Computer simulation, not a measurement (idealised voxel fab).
The name of this process module is voxel gate over fins.
Pictured: cross-section cut, 250 nm wide, on a grid of 5 nm square cells.
This document writes a cross-section as a grid whose cells are square, and gives it as bands, listed from the top down; one or more rows of cells form a band.
Read a band's entry like this: the first values are the height of its top and the height of its bottom in nm, and what follows is the sequence of materials from left to right, each with its width in nm. Note that "blank" is empty space, and that a single material marked "all across" reaches across the band from edge to edge.
Measure heights from 0. That's the level where, below it, the as-received wafer is all one material. The lowest band is bottomless and extends downward; write it as in "top 0, no bottom".
You'd read "30 to 40" like this: the band's top row of cells is as wide as the first number, its bottom row is as wide as the second, and going down, every row changes width by the same amount as the row before did.
The cross-section has no changed cell in any step marked "all unchanged".
Entry "Enclosed empty spaces". Content: empty spaces with no open connection to the top, size 8 cells or greater. Each: width x height at distance. Distance: from left edge. Unit: nm.
That trailing text on a step's line, after the settings, is the simulator's own remark on the step.
The "overlay nm" setting may appear on a step's line; for a step that uses a mask, it gives how far to the right of its planned position the mask lay, and a negative value indicates the left.

## Steps in the process plan
1,RECEIVE: material Si
2,CONFORMAL_DEP: material SiN, thk nm 5
3,MASKED_ETCH: tone cover, mask id FINS, width nm 15, pitch nm 55, etch materials SiN, depth nm 5, overlay nm 0
4,MASKED_ETCH: tone cover, mask id FINS, width nm 15, pitch nm 55, etch materials Si, depth nm 40, overlay nm 0
5,OXIDIZE: depth nm 5
6,FILL_DEP: material SiO2, thk nm 15
7,CMP: height nm 5
8,MASKED_ETCH: tone open, mask id RAIL, width nm 15, etch materials SiO2, depth nm 40, overlay nm 0
9,CONFORMAL_DEP: material TiN, thk nm 5
10,FILL_DEP: material W, thk nm 10
11,CMP: height nm 5
12,SELECTIVE_ETCH: etch materials W Ru TiN, depth nm 30
13,FILL_DEP: material SiO2, thk nm 5
14,CMP: height nm 5
15,SELECTIVE_ETCH: etch materials SiO2, depth nm 20
16,STRIP: etch materials SiN
17,CONFORMAL_DEP: material HfO2, thk nm 5
18,CONFORMAL_DEP: material TiN, thk nm 5
19,FILL_DEP: material W, thk nm 10
20,CMP: height nm 15
21,CONFORMAL_DEP: material SiN, thk nm 5
varied across the wafers: width nm of step 3. The plan shows the first wafer's value. All wafers start alike

## Incoming state of the first of several wafers in cross-section: after step 1
  top 0, no bottom = Si all across
  Enclosed empty spaces: none

## After the module's final step, step 21: the first of several wafers in cross-section
  top 20, bottom 15 = SiN all across
  top 15, bottom 10 = W all across
  top 10, bottom 5 = W=30  TiN=25  W=30  TiN=25  W=30  TiN=25  W=30  TiN=25  W=30
  top 5, bottom 0 = W=30  TiN=5  HfO2=15  TiN=5  W=30  TiN=5  HfO2=15  TiN=5  W=30  TiN=5  HfO2=15  TiN=5  W=30  TiN=5  HfO2=15  TiN=5  W=30
  top 0, bottom -5 = W=30  TiN=5  HfO2=5  Si=5  HfO2=5  TiN=5  W=30  TiN=5  HfO2=5  Si=5  HfO2=5  TiN=5  W=30  TiN=5  HfO2=5  Si=5  HfO2=5  TiN=5  W=30  TiN=5  HfO2=5  Si=5  HfO2=5  TiN=5  W=30
  top -5, bottom -10 = TiN=35  HfO2=5  Si=5  HfO2=5  TiN=40  HfO2=5  Si=5  HfO2=5  TiN=40  HfO2=5  Si=5  HfO2=5  TiN=40  HfO2=5  Si=5  HfO2=5  TiN=35
  top -10, bottom -15 = HfO2=40  Si=5  HfO2=50  Si=5  HfO2=50  Si=5  HfO2=50  Si=5  HfO2=40
  top -15, bottom -25 = SiO2=40  Si=5  SiO2=50  Si=5  SiO2=50  Si=5  SiO2=50  Si=5  SiO2=40
  top -25, bottom -30 = SiO2=40  Si=5  SiO2=15  TiN=5  W=5  TiN=5  SiO2=20  Si=5  SiO2=50  Si=5  SiO2=50  Si=5  SiO2=40
  top -30, bottom -35 = SiO2=40  Si=5  SiO2=15  TiN=15  SiO2=20  Si=5  SiO2=50  Si=5  SiO2=50  Si=5  SiO2=40
  top -35, bottom -45 = SiO2=40  Si=5  SiO2=50  Si=5  SiO2=50  Si=5  SiO2=50  Si=5  SiO2=40
  top -45, no bottom = Si all across
  Enclosed empty spaces: none

## Here we cross-sectioned the last of the wafers once the module was done
  top 20, bottom 15 = SiN all across
  top 15, bottom 10 = W all across
  top 10, bottom 5 = W=25  TiN=40  W=15  TiN=40  W=15  TiN=40  W=15  TiN=40  W=20
  top 5, bottom 0 = W=25  TiN=5  HfO2=30  TiN=5  W=15  TiN=5  HfO2=30  TiN=5  W=15  TiN=5  HfO2=30  TiN=5  W=15  TiN=5  HfO2=30  TiN=5  W=20
  top 0, bottom -5 = W=25  TiN=5  HfO2=5  Si=20  HfO2=5  TiN=5  W=15  TiN=5  HfO2=5  Si=20  HfO2=5  TiN=5  W=15  TiN=5  HfO2=5  Si=20  HfO2=5  TiN=5  W=15  TiN=5  HfO2=5  Si=20  HfO2=5  TiN=5  W=20
  top -5, bottom -10 = TiN=30  HfO2=5  Si=20  HfO2=5  TiN=25  HfO2=5  Si=20  HfO2=5  TiN=25  HfO2=5  Si=20  HfO2=5  TiN=25  HfO2=5  Si=20  HfO2=5  TiN=25
  top -10, bottom -15 = HfO2=35  Si=20  HfO2=35  Si=20  HfO2=35  Si=20  HfO2=35  Si=20  HfO2=30
  top -15, bottom -25 = SiO2=35  Si=20  SiO2=35  Si=20  SiO2=35  Si=20  SiO2=35  Si=20  SiO2=30
  top -25, bottom -30 = SiO2=35  Si=20  SiO2=5  TiN=5  W=5  TiN=5  SiO2=15  Si=20  SiO2=35  Si=20  SiO2=35  Si=20  SiO2=30
  top -30, bottom -35 = SiO2=35  Si=20  SiO2=5  TiN=15  SiO2=15  Si=20  SiO2=35  Si=20  SiO2=35  Si=20  SiO2=30
  top -35, bottom -45 = SiO2=35  Si=20  SiO2=35  Si=20  SiO2=35  Si=20  SiO2=35  Si=20  SiO2=30
  top -45, no bottom = Si all across
  Enclosed empty spaces: none

## Quick key for the table: a row per wafer, taken at the end of the module. For each material it tells you how many cells the wafer gained (+) or lost (-) since it came in, and the closed voids come after
width nm 15, +74 HfO2, -414 Si, +50 SiN, +270 SiO2, +79 TiN, +141 W, Enclosed empty spaces: none
width nm 20, +74 HfO2, -378 Si, +50 SiN, +246 SiO2, +79 TiN, +129 W, Enclosed empty spaces: none
width nm 25, +74 HfO2, -342 Si, +50 SiN, +222 SiO2, +79 TiN, +117 W, Enclosed empty spaces: none
width nm 30, +74 HfO2, -306 Si, +50 SiN, +198 SiO2, +79 TiN, +105 W, Enclosed empty spaces: none
